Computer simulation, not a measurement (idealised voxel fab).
The following is a process module called voxel gate over fins.
Section cut is 190 nm wide and gridded with 5 nm square cells.
Think of the cross-section as a grid of square cells. We describe it in bands, top to bottom, and each band covers one or more rows of those cells.
Top, bottom (nm), then materials left to right with widths (nm); lone material tagged "everywhere" fills the whole band edge to edge; "blank" = empty space.
Measure heights from 0. That's the level where, below it, the as-received wafer is all one material. The lowest band is bottomless and extends downward; write it as in "from 0 down".
The notation "30->40" denotes a width that varies across the rows of cells in the band, beginning at the first number in the top row, finishing at the second number in the bottom row, and changing by an identical amount from each row to the next.
Any step labelled "all unchanged" changed none of the cells in the cross-section.
In the "Unvented voids" entry, you get each enclosed empty space of 8 cells or more, one with no open way to the top, written width x height at distance, distance from the left edge, in nm.
after a step's settings: what the simulator itself notes on the step
overlay nm: mask offset rightward from planned place, masked step; negative means leftward offset.

-- Listed below are the process steps as planned
1) RECEIVE,material Si
2) CONFORMAL_DEP,material SiN,thk nm 10
3) MASKED_ETCH,tone cover,mask id FINS,width nm 15,pitch nm 50,etch materials SiN,depth nm 10,overlay nm 0
4) MASKED_ETCH,tone cover,mask id FINS,width nm 15,pitch nm 50,etch materials Si,depth nm 35,overlay nm 0
5) OXIDIZE,depth nm 5
6) FILL_DEP,material SiO2,thk nm 15
7) CMP,height nm 10
8) PATTERN,tone open,mask id RAIL,material resist,width nm 15,thk nm 15,overlay nm 0
9) DIRECTIONAL_ETCH,etch materials SiO2,depth nm 40
10) STRIP,etch materials resist
11) CONFORMAL_DEP,material TiN,thk nm 5
12) FILL_DEP,material Ru,thk nm 10
13) CMP,height nm 10
14) SELECTIVE_ETCH,etch materials W Ru TiN,depth nm 30
15) FILL_DEP,material SiO2,thk nm 5
16) CMP,height nm 10
17) SELECTIVE_ETCH,etch materials SiO2,depth nm 25
18) STRIP,etch materials SiN
19) CONFORMAL_DEP,material HfO2,thk nm 5
20) CONFORMAL_DEP,material TiN,thk nm 5
21) CONFORMAL_DEP,material TiAl,thk nm 5
22) CONFORMAL_DEP,material TiN,thk nm 5
23) FILL_DEP,material W,thk nm 10
24) CMP,height nm 25
25) CONFORMAL_DEP,material SiN,thk nm 5

-- As-received state of the wafer in cross-section, equivalent to post-step 1
- from 0 down = Si everywhere
- Unvented voids: none

-- End-of-module cross-section of the first of two wafers, processed as planned
- from 30 to 25 = SiN everywhere
- from 25 to 20 = W everywhere
- from 20 to 15 = W 45 nm, then TiN 45 nm, then W 5 nm, then TiN 45 nm, then W 50 nm
- from 15 to 10 = W 45 nm, then TiN 5 nm, then TiAl 35 nm, then TiN 5 nm, then W 5 nm, then TiN 5 nm, then TiAl 35 nm, then TiN 5 nm, then W 50 nm
- from 10 to 5 = W 45 nm, then TiN 5 nm, then TiAl 5 nm, then TiN 25 nm, then TiAl 5 nm, then TiN 5 nm, then W 5 nm, then TiN 5 nm, then TiAl 5 nm, then TiN 25 nm, then TiAl 5 nm, then TiN 5 nm, then W 50 nm
- from 5 to 0 = TiN 50 nm, then TiAl 5 nm, then TiN 5 nm, then HfO2 15 nm, then TiN 5 nm, then TiAl 5 nm, then TiN 15 nm, then TiAl 5 nm, then TiN 5 nm, then HfO2 15 nm, then TiN 5 nm, then TiAl 5 nm, then TiN 55 nm
- from 0 to -5 = TiAl 55 nm, then TiN 5 nm, then HfO2 5 nm, then Si 5 nm, then HfO2 5 nm, then TiN 5 nm, then TiAl 25 nm, then TiN 5 nm, then HfO2 5 nm, then Si 5 nm, then HfO2 5 nm, then TiN 5 nm, then TiAl 60 nm
- from -5 to -10 = TiN 60 nm, then HfO2 5 nm, then Si 5 nm, then HfO2 5 nm, then TiN 35 nm, then HfO2 5 nm, then Si 5 nm, then HfO2 5 nm, then TiN 65 nm
- from -10 to -15 = HfO2 65 nm, then Si 5 nm, then HfO2 45 nm, then Si 5 nm, then HfO2 70 nm
- from -15 to -20 = SiO2 65 nm, then Si 5 nm, then SiO2 45 nm, then Si 5 nm, then SiO2 70 nm
- from -20 to -25 = SiO2 65 nm, then Si 5 nm, then SiO2 15 nm, then TiN 5 nm, then Ru 5 nm, then TiN 5 nm, then SiO2 15 nm, then Si 5 nm, then SiO2 70 nm
- from -25 to -30 = SiO2 65 nm, then Si 5 nm, then SiO2 15 nm, then TiN 15 nm, then SiO2 15 nm, then Si 5 nm, then SiO2 70 nm
- from -30 to -40 = SiO2 65 nm, then Si 5 nm, then SiO2 45 nm, then Si 5 nm, then SiO2 70 nm
- from -40 down = Si everywhere
- Unvented voids: none

-- second wafer at the end: like start, like plan, one mistake
- from 30 to 25 = SiN everywhere
- from 25 to 20 = W everywhere
- from 20 to 15 = W 45 nm, then TiN 45 nm, then W 5 nm, then TiN 45 nm, then W 50 nm
- from 15 to 10 = W 45 nm, then TiN 5 nm, then TiAl 35 nm, then TiN 5 nm, then W 5 nm, then TiN 5 nm, then TiAl 35 nm, then TiN 5 nm, then W 50 nm
- from 10 to 5 = W 45 nm, then TiN 5 nm, then TiAl 5 nm, then TiN 25 nm, then TiAl 5 nm, then TiN 5 nm, then W 5 nm, then TiN 5 nm, then TiAl 5 nm, then TiN 25 nm, then TiAl 5 nm, then TiN 5 nm, then W 50 nm
- from 5 to 0 = TiN 50 nm, then TiAl 5 nm, then TiN 5 nm, then HfO2 15 nm, then TiN 5 nm, then TiAl 5 nm, then TiN 15 nm, then TiAl 5 nm, then TiN 5 nm, then HfO2 15 nm, then TiN 5 nm, then TiAl 5 nm, then TiN 55 nm
- from 0 to -5 = TiAl 55 nm, then TiN 5 nm, then HfO2 5 nm, then Si 5 nm, then HfO2 5 nm, then TiN 5 nm, then TiAl 25 nm, then TiN 5 nm, then HfO2 5 nm, then Si 5 nm, then HfO2 5 nm, then TiN 5 nm, then TiAl 60 nm
- from -5 to -10 = TiN 60 nm, then HfO2 5 nm, then Si 5 nm, then HfO2 5 nm, then TiN 35 nm, then HfO2 5 nm, then Si 5 nm, then HfO2 5 nm, then TiN 65 nm
- from -10 to -15 = HfO2 65 nm, then Si 5 nm, then HfO2 45 nm, then Si 5 nm, then HfO2 70 nm
- from -15 to -20 = SiO2 65 nm, then Si 5 nm, then SiO2 45 nm, then Si 5 nm, then SiO2 70 nm
- from -20 to -25 = SiO2 65 nm, then Si 5 nm, then SiO2 10 nm, then TiN 5 nm, then Ru 15 nm, then TiN 5 nm, then SiO2 10 nm, then Si 5 nm, then SiO2 70 nm
- from -25 to -30 = SiO2 65 nm, then Si 5 nm, then SiO2 10 nm, then TiN 25 nm, then SiO2 10 nm, then Si 5 nm, then SiO2 70 nm
- from -30 to -40 = SiO2 65 nm, then Si 5 nm, then SiO2 45 nm, then Si 5 nm, then SiO2 70 nm
- from -40 down = Si everywhere
- Unvented voids: none
Plan not followed: not per plan at step 8, really ran PATTERN,tone open,mask id RAIL,material resist,width nm 25,thk nm 15,overlay nm 0
Count the cells at the end and the second wafer has more or fewer of some materials than the first: Ru +2; SiO2 -4; TiN +2
